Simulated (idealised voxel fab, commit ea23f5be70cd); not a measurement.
The process module that follows is named voxel tone inversion.
Section cut is 220 nm wide and gridded with 5 nm square cells.
Cross-section spec: square-cell grid; bands listed top down; each band is one or more rows. It is stipulated that each band's entry specify, in nanometres, the height of the top of the band and then that of its bottom, followed by the materials of the band in left-to-right sequence, each together with its width in nanometres. A single material marked by the word "everywhere" is understood to fill the band from edge to edge; the word "blank" is understood to denote empty space. Convention: height 0 is the level below which the wafer, as received, is all one material. The lowest band does not terminate at the bottom but continues downward, represented as "0..down". A width such as "30..40" changes by the same amount from each row of cells to the next, from the band's top row to its bottom row. Any step labelled "no modifications" changed none of the cells in the cross-section. Reported under the label "Sealed internal cavities" are the empty spaces having no open way to the top and comprising 8 cells or more; the notation for each is width x height at distance, in which the distance is measured from the left edge and all three values are in nm. after a step's settings: what the simulator itself notes on the step. A step line may carry the setting "overlay nm", which, for steps involving a mask, states the distance by which the mask lay to the right of its intended position; negative values denote displacement to the left.

LIST OF PLANNED PROCESS STEPS
- 1: RECEIVE,material Si
- 2: CONFORMAL_DEP,material SiCN,thk nm 10
- 3: DIRECTIONAL_DEP,material polySi,thk nm 15
- 4: PATTERN,tone cover,mask id POSTS,material resist,width nm 20,pitch nm 50,thk nm 20,overlay nm 0
- 5: DIRECTIONAL_ETCH,etch materials polySi,depth nm 15
- 6: STRIP,etch materials resist
- 7: FILL_DEP,material SiO2,thk nm 10
- 8: CMP,height nm 25
- 9: STRIP,etch materials polySi
- 10: CONFORMAL_DEP,material TiN,thk nm 5
- 11: FILL_DEP,material Ru,thk nm 5
- 12: CMP,height nm 25
- 13: CONFORMAL_DEP,material SiN,thk nm 5

CROSS-SECTION: WAFER ON ARRIVAL = AFTER STEP 1
- 0..down  Si everywhere
- Sealed internal cavities: none

CROSS-SECTIONAL IMAGE OF THE FIRST OF TWO WAFERS AT THE END OF THE MODULE, THE RUN HAVING PROCEEDED AS PLANNED
- 30..25  SiN everywhere
- 25..15  SiO2=50  TiN=5  Ru=10  TiN=5  SiO2=30  TiN=5  Ru=10  TiN=5  SiO2=30  TiN=5  Ru=10  TiN=5  SiO2=50
- 15..10  SiO2=50  TiN=20  SiO2=30  TiN=20  SiO2=30  TiN=20  SiO2=50
- 10..0  SiCN everywhere
- 0..down  Si everywhere
- Sealed internal cavities: none

WAFER TWO, SECTIONED AFTER THE MODULE: THE FIRST WAFER'S START, THE FIRST WAFER'S PLAN, AND ONE MISTAKE IN HOW IT WAS RUN
- 30..25  SiN everywhere
- 25..15  SiO2=45  TiN=5  Ru=10  TiN=5  SiO2=30  TiN=5  Ru=10  TiN=5  SiO2=30  TiN=5  Ru=10  TiN=5  SiO2=55
- 15..10  SiO2=45  TiN=20  SiO2=30  TiN=20  SiO2=30  TiN=20  SiO2=55
- 10..0  SiCN everywhere
- 0..down  Si everywhere
- Sealed internal cavities: none
Plan not followed: so step 4 ended up running with a different setting than we planned, it ran as PATTERN,tone cover,mask id POSTS,material resist,width nm 20,pitch nm 50,thk nm 20,overlay nm -5
Final state: per-material cell counts identical on both wafers; locations differ.
